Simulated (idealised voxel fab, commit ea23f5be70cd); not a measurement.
This is a process module. Its name is voxel self aligned contacts.
Displayed cross-section: cut, width of 240 nm, square cells sized 5 nm.
Cross-sections here: square-cell grids, written as top-down lists of bands, a band being one or more rows of cells. Band: top height; bottom height; in nm. Then, left to right: material with width in nm, for each material. "full width": a single material spanning edge to edge. "air": empty space. Heights are reckoned from 0. Under this level, the received wafer is all of one material. The bottommost band is open-ended downward, for example "z 0 and below". Note: "30..40" means the width goes from the first number (top row of the band) to the second number (bottom row) in equal steps per row of cells. It should be understood that the words "nothing altered", when stated for a given step, signify that the cross-section underwent no change in any of its cells during that step. The entry "Unvented cavities" lists the empty spaces that cover at least 8 cells and have no open path to the top. Each is written as width x height at distance, where the distance is measured from the left edge and all three values are in nm. What comes after the settings on a step's line is commentary from the simulator itself on that step. What "overlay nm" on a step's line means: if the step has a mask, that mask lay this far to the right of its planned place, or, when the value is negative, to the left.
PLANNED STEP LIST FOR THE PROCESS
- 1: RECEIVE (material Si)
- 2: OXIDIZE (depth nm 5)
- 3: DIRECTIONAL_DEP (material polySi; thk nm 20)
- 4: DIRECTIONAL_DEP (material SiN; thk nm 15)
- 5: PATTERN (tone cover; mask id GATE; material resist; width nm 30; pitch nm 60; thk nm 20; overlay nm 0)
- 6: DIRECTIONAL_ETCH (etch materials SiN; depth nm 15)
- 7: DIRECTIONAL_ETCH (etch materials polySi; depth nm 20)
- 8: STRIP (etch materials resist)
- 9: CONFORMAL_DEP (material SiN; thk nm 5)
- 10: DIRECTIONAL_ETCH (etch materials SiN; depth nm 5)
- 11: FILL_DEP (material SiO2; thk nm 15)
- 12: CMP (height nm 40)
- 13: PATTERN (tone open; mask id CONTACT; material resist; width nm 40; thk nm 15; overlay nm 0)
- 14: DIRECTIONAL_ETCH (etch materials SiO2; depth nm 45)
- 15: STRIP (etch materials resist)
- 16: CONFORMAL_DEP (material TiN; thk nm 5)
- 17: FILL_DEP (material Ru; thk nm 5)
- 18: CMP (height nm 40)
- 19: CONFORMAL_DEP (material SiCN; thk nm 5)
THE FIRST OF THE TWO WAFERS, WHICH RAN AS PLANNED
SHOWN IN CROSS-SECTION IS THE WAFER AS RECEIVED, THAT IS, AS IT STANDS AFTER STEP 1
	z 0 and below = Si full width
	Unvented cavities: none
WAFER AFTER STEP 2 (CROSS-SECTION)
	z 0 to -5 = SiO2 full width
	Everything under -5 stays put, no change at all.
WAFER AFTER STEP 3 (CROSS-SECTION)
	z 20 to 0 = polySi full width
	Everything under 0 stays put, no change at all.
WAFER AFTER STEP 4 (CROSS-SECTION)
	z 35 to 20 = SiN full width
	Everything under 20 stays put, no change at all.
WAFER AFTER STEP 5 (CROSS-SECTION)
	z 55 to 35 = 75 nm air / 30 nm resist / 30 nm air / 30 nm resist / 75 nm air
	Everything under 35 stays put, no change at all.
WAFER AFTER STEP 6 (CROSS-SECTION)
	z 55 to 35 = 75 nm air / 30 nm resist / 30 nm air / 30 nm resist / 75 nm air
	z 35 to 20 = 75 nm air / 30 nm SiN / 30 nm air / 30 nm SiN / 75 nm air
	Everything under 20 stays put, no change at all.
WAFER AFTER STEP 7 (CROSS-SECTION)
	z 55 to 35 = 75 nm air / 30 nm resist / 30 nm air / 30 nm resist / 75 nm air
	z 35 to 20 = 75 nm air / 30 nm SiN / 30 nm air / 30 nm SiN / 75 nm air
	z 20 to 0 = 75 nm air / 30 nm polySi / 30 nm air / 30 nm polySi / 75 nm air
	Everything under 0 stays put, no change at all.
WAFER AFTER STEP 8 (CROSS-SECTION)
	z 35 to 20 = 75 nm air / 30 nm SiN / 30 nm air / 30 nm SiN / 75 nm air
	Everything under 20 stays put, no change at all.
WAFER AFTER STEP 9 (CROSS-SECTION)
	z 40 to 20 = 70 nm air / 40 nm SiN / 20 nm air / 40 nm SiN / 70 nm air
	z 20 to 5 = 70 nm air / 5 nm SiN / 30 nm polySi / 5 nm SiN / 20 nm air / 5 nm SiN / 30 nm polySi / 5 nm SiN / 70 nm air
	z 5 to 0 = 75 nm SiN / 30 nm polySi / 30 nm SiN / 30 nm polySi / 75 nm SiN
	Everything under 0 stays put, no change at all.
WAFER AFTER STEP 10 (CROSS-SECTION)
	z 35 to 20 = 70 nm air / 40 nm SiN / 20 nm air / 40 nm SiN / 70 nm air
	z 20 to 0 = 70 nm air / 5 nm SiN / 30 nm polySi / 5 nm SiN / 20 nm air / 5 nm SiN / 30 nm polySi / 5 nm SiN / 70 nm air
	Everything under 0 stays put, no change at all.
WAFER AFTER STEP 11 (CROSS-SECTION)
	z 50 to 35 = SiO2 full width
	z 35 to 20 = 70 nm SiO2 / 40 nm SiN / 20 nm SiO2 / 40 nm SiN / 70 nm SiO2
	z 20 to 0 = 70 nm SiO2 / 5 nm SiN / 30 nm polySi / 5 nm SiN / 20 nm SiO2 / 5 nm SiN / 30 nm polySi / 5 nm SiN / 70 nm SiO2
	Everything under 0 stays put, no change at all.
WAFER AFTER STEP 12 (CROSS-SECTION)
	z 40 to 35 = SiO2 full width
	Everything under 35 stays put, no change at all.
WAFER AFTER STEP 13 (CROSS-SECTION)
	z 55 to 40 = 100 nm resist / 40 nm air / 100 nm resist
	Everything under 40 stays put, no change at all.
WAFER AFTER STEP 14 (CROSS-SECTION)
	z 55 to 40 = 100 nm resist / 40 nm air / 100 nm resist
	z 40 to 35 = 100 nm SiO2 / 40 nm air / 100 nm SiO2
	z 35 to 20 = 70 nm SiO2 / 40 nm SiN / 20 nm air / 40 nm SiN / 70 nm SiO2
	z 20 to 0 = 70 nm SiO2 / 5 nm SiN / 30 nm polySi / 5 nm SiN / 20 nm air / 5 nm SiN / 30 nm polySi / 5 nm SiN / 70 nm SiO2
	z 0 to -5 = 110 nm SiO2 / 20 nm air / 110 nm SiO2
	Everything under -5 stays put, no change at all.
WAFER AFTER STEP 15 (CROSS-SECTION)
	z 40 to 35 = 100 nm SiO2 / 40 nm air / 100 nm SiO2
	Everything under 35 stays put, no change at all.
WAFER AFTER STEP 16 (CROSS-SECTION)
	z 45 to 40 = 105 nm TiN / 30 nm air / 105 nm TiN
	z 40 to 35 = 100 nm SiO2 / 15 nm TiN / 10 nm air / 15 nm TiN / 100 nm SiO2
	z 35 to 20 = 70 nm SiO2 / 40 nm SiN / 5 nm TiN / 10 nm air / 5 nm TiN / 40 nm SiN / 70 nm SiO2
	z 20 to 0 = 70 nm SiO2 / 5 nm SiN / 30 nm polySi / 5 nm SiN / 5 nm TiN / 10 nm air / 5 nm TiN / 5 nm SiN / 30 nm polySi / 5 nm SiN / 70 nm SiO2
	z 0 to -5 = 110 nm SiO2 / 20 nm TiN / 110 nm SiO2
	Everything under -5 stays put, no change at all.
WAFER AFTER STEP 17 (CROSS-SECTION)
	z 50 to 45 = Ru full width
	z 45 to 40 = 105 nm TiN / 30 nm Ru / 105 nm TiN
	z 40 to 35 = 100 nm SiO2 / 15 nm TiN / 10 nm Ru / 15 nm TiN / 100 nm SiO2
	z 35 to 20 = 70 nm SiO2 / 40 nm SiN / 5 nm TiN / 10 nm Ru / 5 nm TiN / 40 nm SiN / 70 nm SiO2
	z 20 to 0 = 70 nm SiO2 / 5 nm SiN / 30 nm polySi / 5 nm SiN / 5 nm TiN / 10 nm Ru / 5 nm TiN / 5 nm SiN / 30 nm polySi / 5 nm SiN / 70 nm SiO2
	Everything under 0 stays put, no change at all.
WAFER AFTER STEP 18 (CROSS-SECTION)
	z 40 to 35 = 100 nm SiO2 / 15 nm TiN / 10 nm Ru / 15 nm TiN / 100 nm SiO2
	Everything under 35 stays put, no change at all.
WAFER AFTER STEP 19 (CROSS-SECTION)
	z 45 to 40 = SiCN full width
	Everything under 40 stays put, no change at all.
HERE THE SECOND WAFER IS DESCRIBED. ITS START AND ITS PLAN WERE THOSE OF THE FIRST WAFER. ITS RUN CONTAINED ONE MISTAKE. UP TO AND INCLUDING STEP 11, IT DID EXACTLY WHAT THE FIRST WAFER DID
THE SECOND WAFER CUT THROUGH, AT THE TIME STEP 12 WAS SUPPOSED TO BE FINISHED
	z 35 to 20 = 70 nm SiO2 / 40 nm SiN / 20 nm SiO2 / 40 nm SiN / 70 nm SiO2
	Everything under 20 stays put, no change at all.
THE SECOND WAFER CUT THROUGH, AT THE TIME STEP 13 WAS SUPPOSED TO BE FINISHED
	z 50 to 35 = 100 nm resist / 40 nm air / 100 nm resist
	Everything under 35 stays put, no change at all.
THE SECOND WAFER CUT THROUGH, AT THE TIME STEP 14 WAS SUPPOSED TO BE FINISHED
	z 50 to 35 = 100 nm resist / 40 nm air / 100 nm resist
	z 35 to 20 = 70 nm SiO2 / 40 nm SiN / 20 nm air / 40 nm SiN / 70 nm SiO2
	z 20 to 0 = 70 nm SiO2 / 5 nm SiN / 30 nm polySi / 5 nm SiN / 20 nm air / 5 nm SiN / 30 nm polySi / 5 nm SiN / 70 nm SiO2
	z 0 to -5 = 110 nm SiO2 / 20 nm air / 110 nm SiO2
	Everything under -5 stays put, no change at all.
THE SECOND WAFER CUT THROUGH, AT THE TIME STEP 15 WAS SUPPOSED TO BE FINISHED
	z 35 to 20 = 70 nm SiO2 / 40 nm SiN / 20 nm air / 40 nm SiN / 70 nm SiO2
	Everything under 20 stays put, no change at all.
THE SECOND WAFER CUT THROUGH, AT THE TIME STEP 16 WAS SUPPOSED TO BE FINISHED
	z 40 to 35 = 115 nm TiN / 10 nm air / 115 nm TiN
	z 35 to 20 = 70 nm SiO2 / 40 nm SiN / 5 nm TiN / 10 nm air / 5 nm TiN / 40 nm SiN / 70 nm SiO2
	z 20 to 0 = 70 nm SiO2 / 5 nm SiN / 30 nm polySi / 5 nm SiN / 5 nm TiN / 10 nm air / 5 nm TiN / 5 nm SiN / 30 nm polySi / 5 nm SiN / 70 nm SiO2
	z 0 to -5 = 110 nm SiO2 / 20 nm TiN / 110 nm SiO2
	Everything under -5 stays put, no change at all.
THE SECOND WAFER CUT THROUGH, AT THE TIME STEP 17 WAS SUPPOSED TO BE FINISHED
	z 45 to 40 = Ru full width
	z 40 to 35 = 115 nm TiN / 10 nm Ru / 115 nm TiN
	z 35 to 20 = 70 nm SiO2 / 40 nm SiN / 5 nm TiN / 10 nm Ru / 5 nm TiN / 40 nm SiN / 70 nm SiO2
	z 20 to 0 = 70 nm SiO2 / 5 nm SiN / 30 nm polySi / 5 nm SiN / 5 nm TiN / 10 nm Ru / 5 nm TiN / 5 nm SiN / 30 nm polySi / 5 nm SiN / 70 nm SiO2
	Everything under 0 stays put, no change at all.
THE SECOND WAFER CUT THROUGH, AT THE TIME STEP 18 WAS SUPPOSED TO BE FINISHED
	z 40 to 35 = 115 nm TiN / 10 nm Ru / 115 nm TiN
	Everything under 35 stays put, no change at all.
THE SECOND WAFER CUT THROUGH, AT THE TIME STEP 19 WAS SUPPOSED TO BE FINISHED
	z 45 to 40 = SiCN full width
	Everything under 40 stays put, no change at all.
Which mistake was made when the wafer was run? heads up, step 12 didn't go per plan, it actually ran as CMP (height nm 35)
Final cells, second wafer relative to first, materials higher or lower: SiO2: 40 fewer; TiN: 40 more
